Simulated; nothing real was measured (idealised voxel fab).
The process module that follows is named voxel trench capacitor.
Square cells of 5 nm make up the cross-section cut, whose width is 225 nm.
Cross-section, as written here: a square-cell grid given band by band from the top down, where a band holds one or more rows of cells.
Heights first: top, then bottom, in nm. Then materials, left to right, each with a width in nm. "throughout" on a single material: fills the band edge to edge. "blank": empty space.
Heights are reckoned from 0. Under this level, the received wafer is all of one material. The bottommost band is open-ended downward, for example "0 and below".
A two-number width, for instance "30..40", indicates that the width is equal to the first number in the top row of the band and to the second number in the bottom row, and that it changes by a constant amount per row of cells.
A step reported as "all unchanged" is a step in which no cell of the cross-section changed.
You'll see "Unvented cavities" listing empty spaces that have no way open to the top, as long as they're 8 cells or more; the notation is width x height at distance, where the distance is from the left edge, and all of it is in nm.
Note: text after step settings on the step line = simulator remark on that step.
If you see "overlay nm" on a step's line and that step has a mask, it's telling you how far right of where it was planned the mask ended up; a negative number means it went left instead.

## These are the steps we planned for the process
1: RECEIVE, material Si
2: CONFORMAL_DEP, material SiN, thk nm 10
3: MASKED_ETCH, tone open, mask id TRENCH, width nm 20, pitch nm 45, etch materials SiN, depth nm 10, overlay nm 0
4: MASKED_ETCH, tone open, mask id TRENCH, width nm 20, pitch nm 45, etch materials Si, depth nm 25, overlay nm 0
5: CONFORMAL_DEP, material SiO2, thk nm 5
6: FILL_DEP, material polySi, thk nm 5
7: CMP, height nm 10

## On the first of the two wafers: run conducted according to plan

## As received (post step 1): cross-section
    0 and below | Si throughout
    Unvented cavities: none

## You're looking at a cross-section of the wafer after step 2
    10 down to 0 | SiN throughout
    Under 0: no change, same as before.

## You're looking at a cross-section of the wafer after step 3
    10 down to 0 | SiN: 55 / blank: 20 / SiN: 25 / blank: 20 / SiN: 25 / blank: 20 / SiN: 60
    Under 0: no change, same as before.

## You're looking at a cross-section of the wafer after step 4
    10 down to 0 | SiN: 55 / blank: 20 / SiN: 25 / blank: 20 / SiN: 25 / blank: 20 / SiN: 60
    0 down to -25 | Si: 55 / blank: 20 / Si: 25 / blank: 20 / Si: 25 / blank: 20 / Si: 60
    Under -25: no change, same as before.

## You're looking at a cross-section of the wafer after step 5
    15 down to 10 | SiO2: 60 / blank: 10 / SiO2: 35 / blank: 10 / SiO2: 35 / blank: 10 / SiO2: 65
    10 down to 0 | SiN: 55 / SiO2: 5 / blank: 10 / SiO2: 5 / SiN: 25 / SiO2: 5 / blank: 10 / SiO2: 5 / SiN: 25 / SiO2: 5 / blank: 10 / SiO2: 5 / SiN: 60
    0 down to -20 | Si: 55 / SiO2: 5 / blank: 10 / SiO2: 5 / Si: 25 / SiO2: 5 / blank: 10 / SiO2: 5 / Si: 25 / SiO2: 5 / blank: 10 / SiO2: 5 / Si: 60
    -20 down to -25 | Si: 55 / SiO2: 20 / Si: 25 / SiO2: 20 / Si: 25 / SiO2: 20 / Si: 60
    Under -25: no change, same as before.

## You're looking at a cross-section of the wafer after step 6
    20 down to 15 | polySi throughout
    15 down to 10 | SiO2: 60 / polySi: 10 / SiO2: 35 / polySi: 10 / SiO2: 35 / polySi: 10 / SiO2: 65
    10 down to 0 | SiN: 55 / SiO2: 5 / polySi: 10 / SiO2: 5 / SiN: 25 / SiO2: 5 / polySi: 10 / SiO2: 5 / SiN: 25 / SiO2: 5 / polySi: 10 / SiO2: 5 / SiN: 60
    0 down to -20 | Si: 55 / SiO2: 5 / polySi: 10 / SiO2: 5 / Si: 25 / SiO2: 5 / polySi: 10 / SiO2: 5 / Si: 25 / SiO2: 5 / polySi: 10 / SiO2: 5 / Si: 60
    Under -20: no change, same as before.

## You're looking at a cross-section of the wafer after step 7
    10 down to 0 | SiN: 55 / SiO2: 5 / polySi: 10 / SiO2: 5 / SiN: 25 / SiO2: 5 / polySi: 10 / SiO2: 5 / SiN: 25 / SiO2: 5 / polySi: 10 / SiO2: 5 / SiN: 60
    Under 0: no change, same as before.

## The remaining wafer, second of the two, started like the first and was run to the same plan, except that one mistake was made along the way; the two coincide through step 1, inclusive

Second wafer profile in section, at the moment step 2 of the plan was meant to be complete: all unchanged

Second wafer profile in section, at the moment step 3 of the plan was meant to be complete: all unchanged

## Second wafer profile in section, at the moment step 4 of the plan was meant to be complete
    0 down to -25 | Si: 55 / blank: 20 / Si: 25 / blank: 20 / Si: 25 / blank: 20 / Si: 60
    Under -25: no change, same as before.

## Second wafer profile in section, at the moment step 5 of the plan was meant to be complete
    5 down to 0 | SiO2: 60 / blank: 10 / SiO2: 35 / blank: 10 / SiO2: 35 / blank: 10 / SiO2: 65
    0 down to -20 | Si: 55 / SiO2: 5 / blank: 10 / SiO2: 5 / Si: 25 / SiO2: 5 / blank: 10 / SiO2: 5 / Si: 25 / SiO2: 5 / blank: 10 / SiO2: 5 / Si: 60
    -20 down to -25 | Si: 55 / SiO2: 20 / Si: 25 / SiO2: 20 / Si: 25 / SiO2: 20 / Si: 60
    Under -25: no change, same as before.

## Second wafer profile in section, at the moment step 6 of the plan was meant to be complete
    10 down to 5 | polySi throughout
    5 down to 0 | SiO2: 60 / polySi: 10 / SiO2: 35 / polySi: 10 / SiO2: 35 / polySi: 10 / SiO2: 65
    0 down to -20 | Si: 55 / SiO2: 5 / polySi: 10 / SiO2: 5 / Si: 25 / SiO2: 5 / polySi: 10 / SiO2: 5 / Si: 25 / SiO2: 5 / polySi: 10 / SiO2: 5 / Si: 60
    Under -20: no change, same as before.

Second wafer profile in section, at the moment step 7 of the plan was meant to be complete: all unchanged
It is concluded that the wafer was processed incorrectly with respect to the plan, in that step 2 of the plan was bypassed and not carried out
at the end the second wafer has, in cells: 66 fewer of SiN, 27 more of SiO2, 39 more of polySi
